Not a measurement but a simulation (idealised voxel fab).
Process module under the name voxel released beams
Cross-sectional view cut (width: 295 nm; square cell size: 5 nm).
A cross-section is a grid of square cells, given in bands from the top down. A band is one or more rows of cells.
It is stipulated that each band's entry specify, in nanometres, the height of the top of the band and then that of its bottom, followed by the materials of the band in left-to-right sequence, each together with its width in nanometres. A single material marked by the word "everywhere" is understood to fill the band from edge to edge; the word "blank" is understood to denote empty space.
Where do heights start? At 0: under that level the wafer as delivered is made of one material only. And the lowest band has no floor; it just carries on downward, as in "0 and below".
Read "30->40" as a graded width: first number on top, second number at the bottom, same change between each pair of neighbouring rows.
A step reported as "left unchanged" is a step in which no cell of the cross-section changed.
The entry titled "Tabulated closed voids" provides the empty spaces that have no open way to the top, restricted to those of 8 cells or more. Each is presented as width x height at distance, the distance being measured from the left edge, with all three in nm.
Where a step's line continues beyond its settings, the continuation is a remark by the simulator itself on that step.
The "overlay nm" setting may appear on a step's line; for a step that uses a mask, it gives how far to the right of its planned position the mask lay, and a negative value indicates the left.
The process steps that were planned are listed below
step 1: RECEIVE with material Si
step 2: CONFORMAL_DEP with material SiN, thk nm 5
step 3: DIRECTIONAL_DEP with material SiO2, thk nm 10
step 4: MASKED_ETCH with tone open, mask id ANCHOR, width nm 45, etch materials SiO2, depth nm 10, overlay nm 0
step 5: CONFORMAL_DEP with material TiN, thk nm 15
step 6: PATTERN with tone cover, mask id BEAM, material resist, width nm 105, thk nm 15, overlay nm 0
step 7: DIRECTIONAL_ETCH with etch materials TiN, depth nm 15
step 8: STRIP with etch materials resist
step 9: STRIP with etch materials SiO2
So this is the incoming wafer in cross-section - it's already been through step 1
* 0 and below: Si everywhere
* Tabulated closed voids: none
Cross-section: first of two wafers, module finished, run according to plan
* 30 down to 20: blank (90); TiN (20); blank (15); TiN (70); blank (100)
* 20 down to 15: blank (90); TiN (105); blank (100)
* 15 down to 5: blank (95); TiN (45); blank (155)
* 5 down to 0: SiN everywhere
* 0 and below: Si everywhere
* Tabulated closed voids: none
Wafer two cross-section, module end. Start and plan unchanged from wafer one; one mistake made during the run
* 30 down to 15: blank (90); TiN (105); blank (100)
* 15 down to 10: SiN everywhere
* 10 down to 0: SiO2 everywhere
* 0 and below: Si everywhere
* Tabulated closed voids: none
Here's what went sideways: the processing plan was not followed for steps 2 and 3, which were run with their positions exchanged
The final cell counts differ between the wafers, with the second having more or fewer of some materials than the first: 118 more of SiO2, 12 fewer of TiN
